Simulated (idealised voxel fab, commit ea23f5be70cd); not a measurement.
This section sets out a process module, namely voxel wiring stack.
The cross-section on display is named cut; it measures 140 nm wide, and its cells are 5 nm squares.
Think of the cross-section as a grid of square cells. We describe it in bands, top to bottom, and each band covers one or more rows of those cells.
Read a band's entry like this: the first values are the height of its top and the height of its bottom in nm, and what follows is the sequence of materials from left to right, each with its width in nm. Note that "empty" is empty space, and that a single material marked "edge to edge" reaches across the band from edge to edge.
Height reference: 0 = level under which incoming wafer is all one material. Lowest band: no bottom, runs on downward, e.g. "0 down".
Graded width ("30->40"): value in top row of band = first number; value in bottom row = second number; row-to-row change constant.
Basically "left unchanged" means that step didn't change any cell in the cross-section.
You'll see "closed voids" listing empty spaces that have no way open to the top, as long as they're 8 cells or more; the notation is width x height at distance, where the distance is from the left edge, and all of it is in nm.
What comes after the settings on a step's line is commentary from the simulator itself on that step.
"overlay nm" denotes, for a step that has a mask, the displacement of the mask to the right of its planned place, with negative values corresponding to the left.
PROCESS STEPS FORESEEN IN THE PLAN
1 RECEIVE,material Si
2 CONFORMAL_DEP,material SiO2,thk nm 15
3 DIRECTIONAL_DEP,material TiN,thk nm 5
4 DIRECTIONAL_DEP,material W,thk nm 15
5 PATTERN,tone cover,mask id METAL_1,material resist,width nm 20,pitch nm 40,thk nm 20,overlay nm 0
6 DIRECTIONAL_ETCH,etch materials W,depth nm 15
7 DIRECTIONAL_ETCH,etch materials TiN,depth nm 5
8 STRIP,etch materials resist
9 FILL_DEP,material SiO2,thk nm 5
10 CMP,height nm 35
11 CONFORMAL_DEP,material SiCN,thk nm 5
12 DIRECTIONAL_DEP,material lowk,thk nm 35
13 MASKED_ETCH,tone open,mask id METAL_2_HOLES,width nm 15,pitch nm 40,etch materials lowk,depth nm 35,overlay nm 0
14 PATTERN,tone open,mask id METAL_2,material resist,width nm 20,pitch nm 40,thk nm 15,overlay nm 0
15 DIRECTIONAL_ETCH,etch materials lowk,depth nm 20
16 DIRECTIONAL_ETCH,etch materials SiCN,depth nm 5
17 STRIP,etch materials resist
18 CONFORMAL_DEP,material TiN,thk nm 5
19 FILL_DEP,material Ru,thk nm 5
20 CMP,height nm 75
21 CONFORMAL_DEP,material SiN,thk nm 5
AS RECEIVED, AFTER STEP 1
0 down | Si edge to edge
closed voids: none
LOOK AT THE CROSS-SECTION AFTER THE MODULE: THE WAFER STARTED OUT THE WAY SHOWN ABOVE AND THE PLAN WAS THE ONE SHOWN ABOVE, YET ONE MISTAKE WAS MADE ALONG THE WAY
80 to 75 | SiN edge to edge
75 to 60 | lowk (20); TiN (5); Ru (10); TiN (5); lowk (20); TiN (5); Ru (10); TiN (5); lowk (20); TiN (5); Ru (10); TiN (5); lowk (20)
60 to 55 | lowk (20); TiN (5); Ru (5); TiN (10); lowk (20); TiN (5); Ru (5); TiN (10); lowk (20); TiN (5); Ru (5); TiN (10); lowk (20)
55 to 45 | lowk (20); TiN (5); Ru (5); TiN (5); lowk (25); TiN (5); Ru (5); TiN (5); lowk (25); TiN (5); Ru (5); TiN (5); lowk (25)
45 to 40 | lowk (20); TiN (15); lowk (25); TiN (15); lowk (25); TiN (15); lowk (25)
40 to 35 | SiCN (25); TiN (10); SiCN (30); TiN (10); SiCN (30); TiN (10); SiCN (25)
35 to 20 | SiO2 (20); W (20); SiO2 (20); W (20); SiO2 (20); W (20); SiO2 (20)
20 to 15 | SiO2 (20); TiN (20); SiO2 (20); TiN (20); SiO2 (20); TiN (20); SiO2 (20)
15 to 0 | SiO2 edge to edge
0 down | Si edge to edge
closed voids: none
So what did we get wrong on this run? it should be noted that step 14 was executed with settings other than those planned, the operation and settings actually applied being PATTERN,tone open,mask id METAL_2,material resist,width nm 15,pitch nm 40,thk nm 15,overlay nm 0
